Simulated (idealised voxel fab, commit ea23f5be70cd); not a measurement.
The following process module bears the name voxel transistor to metal.
Section cut is 165 nm wide and gridded with 5 nm square cells.
Reading order for cross-sections: top band down to bottom band. Underlying form: a grid of square cells. Band size: one or more rows of cells.
What a band's entry tells you: where the top is and where the bottom is, as heights in nm, and after that what lies inside, material by material from left to right, each with its width in nm. Empty space is written as the word "blank", and a single material marked with the word "throughout" occupies the band from edge to edge.
The reference from which all heights are counted is 0, the level beneath which the as-received wafer is entirely one material; the lowest band, having no lower bound, proceeds downward and is written after the example "z 0 and below".
Width spec "30->40" -> top row of cells at first value, bottom row at second value, equal per-row change in between.
"no change", as given for a step, is the statement that not any cell of the cross-section underwent a change during that step.
What "Enclosed empty spaces" gives you is every empty space of 8 cells or more that is cut off from the top. Each appears as width x height at distance, with the distance taken from the left edge and width, height and distance all in nm.
The remark found on a step's line after its settings is issued by the simulator itself and pertains to that step.
overlay nm: step with mask; distance mask lay right of planned place; negative value = left of planned place.
-- The planned process steps are enumerated hereunder
- 1: op RECEIVE | material Si
- 2: op CONFORMAL_DEP | material SiO2 | thk nm 5
- 3: op CONFORMAL_DEP | material SiN | thk nm 10
- 4: op MASKED_ETCH | tone cover | mask id ACTIVE | width nm 110 | etch materials SiN | depth nm 10 | overlay nm 0
- 5: op MASKED_ETCH | tone cover | mask id ACTIVE | width nm 110 | etch materials SiO2 | depth nm 5 | overlay nm 0
- 6: op MASKED_ETCH | tone cover | mask id ACTIVE | width nm 110 | etch materials Si | depth nm 35 | overlay nm 0
- 7: op FILL_DEP | material SiO2 | thk nm 15
- 8: op CMP | height nm 15
- 9: op SELECTIVE_ETCH | etch materials SiO2 | depth nm 10
- 10: op STRIP | etch materials SiN
- 11: op SELECTIVE_ETCH | etch materials SiO2 | depth nm 5
- 12: op OXIDIZE | depth nm 5
- 13: op DIRECTIONAL_DEP | material polySi | thk nm 25
- 14: op DIRECTIONAL_DEP | material SiCN | thk nm 10
- 15: op DIRECTIONAL_DEP | material aC | thk nm 15
- 16: op PATTERN | tone cover | mask id GATE | material resist | width nm 20 | thk nm 30 | overlay nm 0
- 17: op DIRECTIONAL_ETCH | etch materials aC | depth nm 15
- 18: op STRIP | etch materials resist
- 19: op DIRECTIONAL_ETCH | etch materials SiCN | depth nm 20
- 20: op DIRECTIONAL_ETCH | etch materials polySi | depth nm 35
- 21: op STRIP | etch materials aC
- 22: op CONFORMAL_DEP | material SiO2 | thk nm 5
- 23: op DIRECTIONAL_ETCH | etch materials SiO2 | depth nm 5
- 24: op CONFORMAL_DEP | material SiN | thk nm 5
- 25: op DIRECTIONAL_ETCH | etch materials SiN | depth nm 5
- 26: op DIRECTIONAL_ETCH | etch materials SiO2 | depth nm 5
- 27: op DIRECTIONAL_ETCH | etch materials Si | depth nm 10
- 28: op EPI | material nSi | thk nm 15
- 29: op FILL_DEP | material SiO2 | thk nm 5
- 30: op CMP | height nm 35
- 31: op DIRECTIONAL_DEP | material SiO2 | thk nm 10
- 32: op PATTERN | tone open | mask id CONTACT | material resist | width nm 35 | pitch nm 65 | thk nm 20 | overlay nm 0
- 33: op DIRECTIONAL_ETCH | etch materials SiO2 | depth nm 45
- 34: op STRIP | etch materials resist
- 35: op CONFORMAL_DEP | material TiN | thk nm 5
- 36: op FILL_DEP | material Ru | thk nm 10
- 37: op CMP | height nm 45
- 38: op CONFORMAL_DEP | material SiN | thk nm 5
- 39: op DIRECTIONAL_DEP | material lowk | thk nm 20
- 40: op PATTERN | tone open | mask id METAL_1 | material resist | width nm 20 | pitch nm 80 | thk nm 15 | overlay nm 0
- 41: op DIRECTIONAL_ETCH | etch materials lowk | depth nm 20
- 42: op DIRECTIONAL_ETCH | etch materials SiN | depth nm 5
- 43: op STRIP | etch materials resist
- 44: op CONFORMAL_DEP | material TiN | thk nm 5
- 45: op FILL_DEP | material W | thk nm 5
- 46: op CMP | height nm 70
- 47: op CONFORMAL_DEP | material SiCN | thk nm 5
-- The cross-section here shows the wafer as received, i.e. in its state after step 1
- z 0 and below: Si throughout
- Enclosed empty spaces: none
-- What the wafer looks like in cross-section after this module, when it starts as shown above and follows the plan above but one mistake is made in running it
- z 75 to 70: SiCN throughout
- z 70 to 50: 30 lowk  5 TiN  10 W  5 TiN  60 lowk  5 TiN  10 W  5 TiN  35 lowk
- z 50 to 45: 30 SiN  20 TiN  60 SiN  20 TiN  35 SiN
- z 45 to 35: 30 SiO2  5 TiN  25 Ru  5 TiN  30 SiO2  5 TiN  25 Ru  5 TiN  35 SiO2
- z 35 to 25: 30 SiO2  5 TiN  25 Ru  5 TiN  5 SiN  20 SiCN  5 SiN  5 TiN  25 Ru  5 TiN  35 SiO2
- z 25 to 15: 30 SiO2  5 TiN  25 Ru  5 TiN  5 SiN  20 polySi  5 SiN  5 TiN  25 Ru  5 TiN  35 SiO2
- z 15 to 10: 30 SiO2  5 TiN  10 Ru  20 TiN  5 SiN  20 polySi  5 SiN  20 TiN  10 Ru  5 TiN  35 SiO2
- z 10 to 5: 30 SiO2  5 TiN  10 Ru  5 TiN  15 nSi  5 SiN  20 polySi  5 SiN  15 nSi  5 TiN  10 Ru  5 TiN  35 SiO2
- z 5 to 0: 30 SiO2  20 TiN  15 nSi  5 SiN  20 polySi  5 SiN  15 nSi  20 TiN  35 SiO2
- z 0 to -5: 15 SiO2  50 nSi  5 SiN  20 SiO2  5 SiN  50 nSi  20 SiO2
- z -5 to -15: 15->25 SiO2  50->40 nSi  30 Si  50->40 nSi  20->30 SiO2
- z -15 to -35: 25 SiO2  110 Si  30 SiO2
- z -35 and below: Si throughout
- Enclosed empty spaces: none
Where did the run depart from the plan? step 22 was dropped from the plan's execution and never run
